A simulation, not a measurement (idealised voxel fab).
Process module in this document: voxel ribs on slabs
Cross-sectional view cut (width: 285 nm; square cell size: 5 nm).
Throughout this document, each cross-section is represented as a grid of square cells and is presented as a sequence of bands enumerated from the top downward, where a band comprises one or more rows of cells. Heights first: top, then bottom, in nm. Then materials, left to right, each with a width in nm. "full width" on a single material: fills the band edge to edge. "air": empty space. For the purposes of this specification, 0 denotes the height below which the wafer in its as-received condition is composed wholly of one material, and the lowermost band, lacking a lower limit, extends downward without end, as expressed in "0..down". Note: "30..40" means the width goes from the first number (top row of the band) to the second number (bottom row) in equal steps per row of cells. Step note "nothing changed" = no cross-section cell changed. So "Enclosed empty spaces" is basically the list of trapped voids: any empty space of 8 cells or more that can't reach the top through an opening. They're written width x height at distance, the distance being from the left edge, and it's all nm. On a step's line, text after the settings is the simulator commenting on that step. overlay nm: on a step with a mask, how far right of its planned place the mask lay; negative means left.
[These are the steps we planned for the process]
1: RECEIVE (material Si)
2: DIRECTIONAL_DEP (material SiO2; thk nm 30)
3: DIRECTIONAL_DEP (material polySi; thk nm 20)
4: PATTERN (tone cover; mask id RIB; material resist; width nm 25; thk nm 20; overlay nm 0)
5: DIRECTIONAL_ETCH (etch materials polySi; depth nm 5)
6: STRIP (etch materials resist)
7: DIRECTIONAL_DEP (material aC; thk nm 10)
8: PATTERN (tone cover; mask id SLAB; material resist; width nm 75; thk nm 30; overlay nm 0)
9: DIRECTIONAL_ETCH (etch materials aC; depth nm 10)
10: STRIP (etch materials resist)
11: DIRECTIONAL_ETCH (etch materials polySi; depth nm 15)
12: STRIP (etch materials aC)
13: FILL_DEP (material SiO2; thk nm 25)
14: CMP (height nm 65)
15: DIRECTIONAL_DEP (material W; thk nm 10)
16: MASKED_ETCH (tone cover; mask id HEATER; width nm 35; etch materials W; depth nm 10; overlay nm 0)
17: CONFORMAL_DEP (material SiO2; thk nm 5)
[As-received wafer cross-section (after step 1)]
* 0..down = Si full width
* Enclosed empty spaces: none
[What the wafer looks like in cross-section after this module, when it starts as shown above and follows the plan above but one mistake is made in running it]
* 80..75 = 120 air  45 SiO2  120 air
* 75..70 = 120 air  5 SiO2  35 W  5 SiO2  120 air
* 70..65 = 125 SiO2  35 W  125 SiO2
* 65..45 = SiO2 full width
* 45..40 = 130 SiO2  25 polySi  130 SiO2
* 40..30 = polySi full width
* 30..0 = SiO2 full width
* 0..down = Si full width
* Enclosed empty spaces: none
Where did the run depart from the plan? rather than as planned, step 7 actually ran as DIRECTIONAL_DEP (material polySi; thk nm 10)
